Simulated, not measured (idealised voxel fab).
Name of the process module below: voxel self aligned vias
Cross-section cut: width 205 nm, square cells of 5 nm.
Square cells in a grid make up a cross-section in this document, and the grid is given as bands, listed from the top down, each one or more rows of cells. Read a band's entry like this: the first values are the height of its top and the height of its bottom in nm, and what follows is the sequence of materials from left to right, each with its width in nm. Note that "blank" is empty space, and that a single material marked "all across" reaches across the band from edge to edge. Below 0: as-received wafer, all one material; heights counted from there. Lowest band: no bottom, goes on down, written "from 0 down". Per-row width for "30->40": begins at first number (top row of band), ends at second number (bottom row), increment between rows held constant. Take "same as before" at face value: in the step it is given for, the cross-section changed in none of its cells. "Sealed voids" contains a list of empty spaces, each no smaller than 8 cells and without an open way to the top, written in the form width x height at distance with the distance from the left edge and all three in nm. Anything after a step's settings on that line? It's the simulator's own note about the step. overlay nm: step with mask; distance mask lay right of planned place; negative value = left of planned place.

Process steps foreseen in the plan
step 1: RECEIVE [material Si]
step 2: CONFORMAL_DEP [material SiO2] [thk nm 10]
step 3: CONFORMAL_DEP [material SiCN] [thk nm 5]
step 4: DIRECTIONAL_DEP [material lowk] [thk nm 20]
step 5: DIRECTIONAL_DEP [material aC] [thk nm 10]
step 6: PATTERN [tone open] [mask id LINES] [material resist] [width nm 30] [pitch nm 80] [thk nm 30] [overlay nm 0]
step 7: DIRECTIONAL_ETCH [etch materials aC] [depth nm 10]
step 8: STRIP [etch materials resist]
step 9: DIRECTIONAL_ETCH [etch materials lowk] [depth nm 20]
step 10: STRIP [etch materials aC]
step 11: CONFORMAL_DEP [material TiN] [thk nm 5]
step 12: FILL_DEP [material Ru] [thk nm 5]
step 13: CMP [height nm 35]
step 14: SELECTIVE_ETCH [etch materials W Ru TiN] [depth nm 10]
step 15: FILL_DEP [material SiN] [thk nm 10]
step 16: CMP [height nm 35]
step 17: DIRECTIONAL_DEP [material lowk] [thk nm 15]
step 18: DIRECTIONAL_DEP [material aC] [thk nm 10]
step 19: PATTERN [tone open] [mask id VIAS] [material resist] [width nm 50] [thk nm 30] [overlay nm 0]
step 20: DIRECTIONAL_ETCH [etch materials aC] [depth nm 10]
step 21: STRIP [etch materials resist]
step 22: DIRECTIONAL_ETCH [etch materials lowk] [depth nm 15]
step 23: DIRECTIONAL_ETCH [etch materials SiN] [depth nm 10]
step 24: STRIP [etch materials aC]
step 25: CONFORMAL_DEP [material TiN] [thk nm 5]
step 26: FILL_DEP [material W] [thk nm 10]
step 27: CMP [height nm 50]
step 28: CONFORMAL_DEP [material SiN] [thk nm 5]

As received, after step 1
* from 0 down: Si all across
* Sealed voids: none

Module complete - cross-section of the first of two wafers, run according to plan
* from 55 to 50: SiN all across
* from 50 to 40: lowk (35), TiN (5), W (40), TiN (5), lowk (120)
* from 40 to 35: lowk (35), TiN (15), W (20), TiN (15), lowk (120)
* from 35 to 30: lowk (45), TiN (5), W (20), TiN (5), lowk (50), SiN (30), lowk (50)
* from 30 to 25: lowk (45), TiN (30), lowk (50), SiN (30), lowk (50)
* from 25 to 20: lowk (45), TiN (5), Ru (20), TiN (5), lowk (50), TiN (5), Ru (20), TiN (5), lowk (50)
* from 20 to 15: lowk (45), TiN (30), lowk (50), TiN (30), lowk (50)
* from 15 to 10: SiCN all across
* from 10 to 0: SiO2 all across
* from 0 down: Si all across
* Sealed voids: none

Cross-section, second wafer: same start as the first, same plan as the first, one mistake in running it; taken at the end of the module
* from 55 to 50: SiN all across
* from 50 to 35: lowk (35), TiN (5), W (40), TiN (5), lowk (120)
* from 35 to 30: lowk (35), TiN (5), W (40), TiN (5), lowk (40), SiN (30), lowk (50)
* from 30 to 25: lowk (35), TiN (50), lowk (40), SiN (30), lowk (50)
* from 25 to 20: lowk (35), TiN (15), Ru (20), TiN (15), lowk (40), TiN (5), Ru (20), TiN (5), lowk (50)
* from 20 to 15: lowk (45), TiN (30), lowk (50), TiN (30), lowk (50)
* from 15 to 10: SiCN all across
* from 10 to 0: SiO2 all across
* from 0 down: Si all across
* Sealed voids: none
Finding, execution versus plan: the plan had its step 22 run twice
Bottom line after processing is that, in cells, the second wafer is up or down on some materials versus the first: 4 more of TiN | 8 more of W | 12 fewer of lowk
